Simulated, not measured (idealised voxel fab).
Module name: voxel capacitor over wiring (process module)
Displayed cross-section: cut, width of 275 nm, square cells sized 5 nm.
Each cross-section below is a grid of square cells, stated as bands in top-down order, with one or more rows of cells making up each band.
Basically the band line says how high the top is and how high the bottom is, in nm, and then what's in it from left to right, every material with its width in nm. Empty space shows up as "blank", and if a single material carries "full width" it runs the full band edge to edge.
Basically, 0 is our baseline, since under it the wafer straight out of the box is all one material. The bottom band has no lower end and keeps on going down, so it looks like "z 0 and below".
Graded width ("30 to 40"): value in top row of band = first number; value in bottom row = second number; row-to-row change constant.
"same as before" -> step changed no cross-section cell.
Under "Enclosed internal voids" you'll find the enclosed gaps, the ones with no way out to the top, that are 8 cells or bigger; each reads width x height at distance, with distance counted from the left edge, everything in nm.
Formally, on a step line, whatever follows the settings is a remark that the simulator itself makes on the step.
Each step line may optionally specify "overlay nm", which for a step with a mask gives the rightward distance between the mask's planned place and where it lay, a negative value indicating the leftward direction.
[Intended process steps]
step 1: RECEIVE: material Si
step 2: CONFORMAL_DEP: material SiO2, thk nm 10
step 3: DIRECTIONAL_DEP: material TiN, thk nm 5
step 4: DIRECTIONAL_DEP: material Ru, thk nm 15
step 5: DIRECTIONAL_DEP: material aC, thk nm 10
step 6: PATTERN: tone cover, mask id METAL_1, material resist, width nm 25, pitch nm 85, thk nm 30, overlay nm 0
step 7: DIRECTIONAL_ETCH: etch materials aC, depth nm 10
step 8: STRIP: etch materials resist
step 9: DIRECTIONAL_ETCH: etch materials Ru, depth nm 15
step 10: DIRECTIONAL_ETCH: etch materials TiN, depth nm 5
step 11: STRIP: etch materials aC
step 12: CONFORMAL_DEP: material SiN, thk nm 5
step 13: FILL_DEP: material lowk, thk nm 5
step 14: CMP: height nm 30
step 15: CONFORMAL_DEP: material SiCN, thk nm 5
step 16: DIRECTIONAL_DEP: material lowk, thk nm 20
step 17: PATTERN: tone open, mask id PLUG_1, material resist, width nm 15, thk nm 15, overlay nm 0
step 18: DIRECTIONAL_ETCH: etch materials lowk, depth nm 20
step 19: DIRECTIONAL_ETCH: etch materials SiCN, depth nm 5
step 20: STRIP: etch materials resist
step 21: EPI: material Ru, thk nm 10
step 22: EPI: material Ru, thk nm 10
step 23: EPI: material Ru, thk nm 5
step 24: DIRECTIONAL_DEP: material TiN, thk nm 5
step 25: DIRECTIONAL_DEP: material Al2O3, thk nm 5
step 26: DIRECTIONAL_DEP: material TiN, thk nm 5
step 27: PATTERN: tone cover, mask id UPPER_PLATE, material resist, width nm 65, thk nm 20, overlay nm 0
step 28: DIRECTIONAL_ETCH: etch materials TiN, depth nm 5
step 29: DIRECTIONAL_ETCH: etch materials Al2O3, depth nm 5
step 30: STRIP: etch materials resist
step 31: PATTERN: tone cover, mask id LOWER_PLATE, material resist, width nm 75, thk nm 20, overlay nm 0
step 32: DIRECTIONAL_ETCH: etch materials TiN, depth nm 5
step 33: STRIP: etch materials resist
step 34: FILL_DEP: material SiO2, thk nm 20
step 35: CMP: height nm 85
step 36: PATTERN: tone open, mask id PLUG_2, material resist, width nm 15, thk nm 20, overlay nm 0
step 37: DIRECTIONAL_ETCH: etch materials SiO2, depth nm 15
step 38: STRIP: etch materials resist
step 39: CONFORMAL_DEP: material TiN, thk nm 5
step 40: FILL_DEP: material W, thk nm 5
step 41: CMP: height nm 85
step 42: CONFORMAL_DEP: material SiCN, thk nm 5
[Delivered wafer in cross-section: state after step 1]
z 0 and below  Si full width
Enclosed internal voids: none
[Figure: cross-sectional view of the wafer upon completion of the module, processed from the initial state and according to the plan depicted above, with one error introduced during execution]
z 90 to 85  SiCN full width
z 85 to 75  SiO2 100; TiN 5; W 5; TiN 5; SiO2 160
z 75 to 65  SiO2 100 to 105; TiN 15 to 50; SiO2 160 to 120
z 65 to 60  SiO2 105; Al2O3 50; SiO2 120
z 60 to 55  SiO2 85; TiN 5; SiO2 15; TiN 55; SiO2 115
z 55 to 45  lowk 90; SiO2 15; lowk 170
z 45 to 40  lowk 90; TiN 15; lowk 170
z 40 to 35  lowk 90; Al2O3 15; lowk 170
z 35 to 30  SiCN 90; TiN 15; SiCN 170
z 30 to 15  Ru 80; SiN 5; lowk 15; SiN 5; Ru 60; SiN 5; lowk 15; SiN 5; Ru 85
z 15 to 10  TiN 80; SiN 25; TiN 60; SiN 25; TiN 85
z 10 to 0  SiO2 full width
z 0 and below  Si full width
Enclosed internal voids: none
What was done differently from what was planned? the process deviated at step 6: the operation and settings actually run there were PATTERN: tone open, mask id METAL_1, material resist, width nm 25, pitch nm 85, thk nm 30, overlay nm 0
